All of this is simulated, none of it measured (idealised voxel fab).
process module | voxel spacer lines
Each square cell in cross-section cut measures 5 nm, and the section as a whole is 300 nm wide.
Just so we're on the same page, the cross-sections are grids of square cells, and they're listed out in bands top to bottom, each band one or more rows deep. Band: top height; bottom height; in nm. Then, left to right: material with width in nm, for each material. "everywhere": a single material spanning edge to edge. "air": empty space. Heads up on the height convention: 0 is the point under which the incoming wafer is all one material, and the lowest band has no bottom, it just keeps going down, like "0 down". A width given as "30 to 40" starts at the first number in the band's top row and ends at the second number in its bottom row, shifting by an equal amount at every step from row to row. It should be understood that the words "stayed the same", when stated for a given step, signify that the cross-section underwent no change in any of its cells during that step. Basically, "Sealed-off cavities" tells you about the enclosed voids: empty spaces with no open way to the top, 8 cells or bigger, each written width x height at distance, where distance is from the left edge, all in nm. Post-settings text on a step line: simulator's own remark regarding the step. "overlay nm" answers the question of how far to the right of plan the mask lay on a step that has a mask, and when it is negative the answer is to the left.
### Intended process steps
1) RECEIVE | material Si
2) CONFORMAL_DEP | material Al2O3 | thk nm 5
3) DIRECTIONAL_DEP | material W | thk nm 10
4) DIRECTIONAL_DEP | material aC | thk nm 20
5) PATTERN | tone cover | mask id MANDREL | material resist | width nm 15 | pitch nm 50 | thk nm 30 | overlay nm 0
6) DIRECTIONAL_ETCH | etch materials aC | depth nm 20
7) STRIP | etch materials resist
8) CONFORMAL_DEP | material SiO2 | thk nm 10
9) DIRECTIONAL_ETCH | etch materials SiO2 | depth nm 10
10) STRIP | etch materials aC
11) DIRECTIONAL_ETCH | etch materials W | depth nm 10
12) STRIP | etch materials SiO2
13) FILL_DEP | material SiO2 | thk nm 5
14) CMP | height nm 15
### The cross-section here shows the wafer as received, i.e. in its state after step 1
* 0 down = Si everywhere
* Sealed-off cavities: none
### Wafer cross-section at end of module: start and plan as shown above, one execution error
* 15 to 10 = Al2O3 everywhere
* 10 to 0 = W everywhere
* 0 down = Si everywhere
* Sealed-off cavities: none
Misprocessing identified: steps 2 and 3 of the plan were run in the wrong order, each in the other's place
